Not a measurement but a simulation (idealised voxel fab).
process module | voxel double patterning
cross-section cut | 265 nm wide | cells 5 nm
A cross-section is a grid of square cells, given in bands from the top down. A band is one or more rows of cells.
Each band's line starts with the height of the band's top and of its bottom, in nm. Then come its materials from left to right, each with its width in nm. One material with "throughout" fills the band from edge to edge. "air" is empty space.
Height 0 is the level under which the wafer as received is all one material. The lowest band goes on downwards, as in "0 down".
A width such as "30 to 40" changes by the same amount from each row of cells to the next, from the band's top row to its bottom row.
"no change" after a step means that no cell of the cross-section changed.
closed voids: empty space of 8 cells or more with no open way to the top, each as width x height at its distance from the left edge, in nm
after a step's settings: what the simulator itself notes on the step
overlay nm, on a step with a mask: how far to the right of its planned place the mask lay; to the left if negative
plan
1 op RECEIVE | material Si
2 op CONFORMAL_DEP | material SiO2 | thk nm 10
3 op DIRECTIONAL_DEP | material polySi | thk nm 20
4 op DIRECTIONAL_DEP | material SiCN | thk nm 5
5 op DIRECTIONAL_DEP | material aC | thk nm 15
6 op PATTERN | tone open | mask id FIRST | material resist | width nm 15 | pitch nm 50 | thk nm 35 | overlay nm 0
7 op DIRECTIONAL_ETCH | etch materials aC | depth nm 15
8 op STRIP | etch materials resist
9 op DIRECTIONAL_ETCH | etch materials SiCN | depth nm 5
10 op STRIP | etch materials aC
11 op PATTERN | tone open | mask id SECOND | material resist | width nm 15 | thk nm 20 | overlay nm 0
12 op DIRECTIONAL_ETCH | etch materials SiCN | depth nm 5
13 op STRIP | etch materials resist
14 op DIRECTIONAL_ETCH | etch materials polySi | depth nm 20
15 op STRIP | etch materials SiCN
first wafer, as planned
as received, after step 1
  0 down: Si throughout
  closed voids: none
after step 2
  10 to 0: SiO2 throughout
  below 0: unchanged
after step 3
  30 to 10: polySi throughout
  below 10: unchanged
after step 4
  35 to 30: SiCN throughout
  below 30: unchanged
after step 5
  50 to 35: aC throughout
  below 35: unchanged
after step 6
  85 to 50: resist 100 | air 15 | resist 35 | air 15 | resist 100
  below 50: unchanged
after step 7
  70 to 50: resist 100 | air 15 | resist 35 | air 15 | resist 100
  50 to 35: aC 100 | air 15 | aC 35 | air 15 | aC 100
  below 35: unchanged
after step 8
  50 to 35: aC 100 | air 15 | aC 35 | air 15 | aC 100
  below 35: unchanged
after step 9
  50 to 35: aC 100 | air 15 | aC 35 | air 15 | aC 100
  35 to 30: SiCN 100 | air 15 | SiCN 35 | air 15 | SiCN 100
  below 30: unchanged
after step 10
  35 to 30: SiCN 100 | air 15 | SiCN 35 | air 15 | SiCN 100
  below 30: unchanged
after step 11
  55 to 35: resist 125 | air 15 | resist 125
  35 to 30: SiCN 100 | resist 15 | SiCN 35 | resist 15 | SiCN 100
  below 30: unchanged
after step 12
  55 to 35: resist 125 | air 15 | resist 125
  35 to 30: SiCN 100 | resist 15 | SiCN 10 | air 15 | SiCN 10 | resist 15 | SiCN 100
  below 30: unchanged
after step 13
  35 to 30: SiCN 100 | air 15 | SiCN 10 | air 15 | SiCN 10 | air 15 | SiCN 100
  below 30: unchanged
after step 14
  35 to 30: SiCN 100 | air 15 | SiCN 10 | air 15 | SiCN 10 | air 15 | SiCN 100
  30 to 10: polySi 100 | air 15 | polySi 10 | air 15 | polySi 10 | air 15 | polySi 100
  below 10: unchanged
after step 15
  30 to 10: polySi 100 | air 15 | polySi 10 | air 15 | polySi 10 | air 15 | polySi 100
  below 10: unchanged
second wafer: like start, like plan, one mistake. Through step 2 it matches the first wafer
when step 3 should have ended
  50 to 10: polySi throughout
  below 10: unchanged
when step 4 should have ended
  55 to 50: SiCN throughout
  below 50: unchanged
when step 5 should have ended
  70 to 55: aC throughout
  below 55: unchanged
when step 6 should have ended
  105 to 70: resist 100 | air 15 | resist 35 | air 15 | resist 100
  below 70: unchanged
when step 7 should have ended
  90 to 70: resist 100 | air 15 | resist 35 | air 15 | resist 100
  70 to 55: aC 100 | air 15 | aC 35 | air 15 | aC 100
  below 55: unchanged
when step 8 should have ended
  70 to 55: aC 100 | air 15 | aC 35 | air 15 | aC 100
  below 55: unchanged
when step 9 should have ended
  70 to 55: aC 100 | air 15 | aC 35 | air 15 | aC 100
  55 to 50: SiCN 100 | air 15 | SiCN 35 | air 15 | SiCN 100
  below 50: unchanged
when step 10 should have ended
  55 to 50: SiCN 100 | air 15 | SiCN 35 | air 15 | SiCN 100
  below 50: unchanged
when step 11 should have ended
  75 to 55: resist 125 | air 15 | resist 125
  55 to 50: SiCN 100 | resist 15 | SiCN 35 | resist 15 | SiCN 100
  below 50: unchanged
when step 12 should have ended
  75 to 55: resist 125 | air 15 | resist 125
  55 to 50: SiCN 100 | resist 15 | SiCN 10 | air 15 | SiCN 10 | resist 15 | SiCN 100
  below 50: unchanged
when step 13 should have ended
  55 to 50: SiCN 100 | air 15 | SiCN 10 | air 15 | SiCN 10 | air 15 | SiCN 100
  below 50: unchanged
when step 14 should have ended
  55 to 50: SiCN 100 | air 15 | SiCN 10 | air 15 | SiCN 10 | air 15 | SiCN 100
  50 to 30: polySi 100 | air 15 | polySi 10 | air 15 | polySi 10 | air 15 | polySi 100
  below 30: unchanged
when step 15 should have ended
  50 to 30: polySi 100 | air 15 | polySi 10 | air 15 | polySi 10 | air 15 | polySi 100
  below 30: unchanged
what went wrong: step 3 was run twice
at the end the second wafer has, in cells: 212 more of polySi
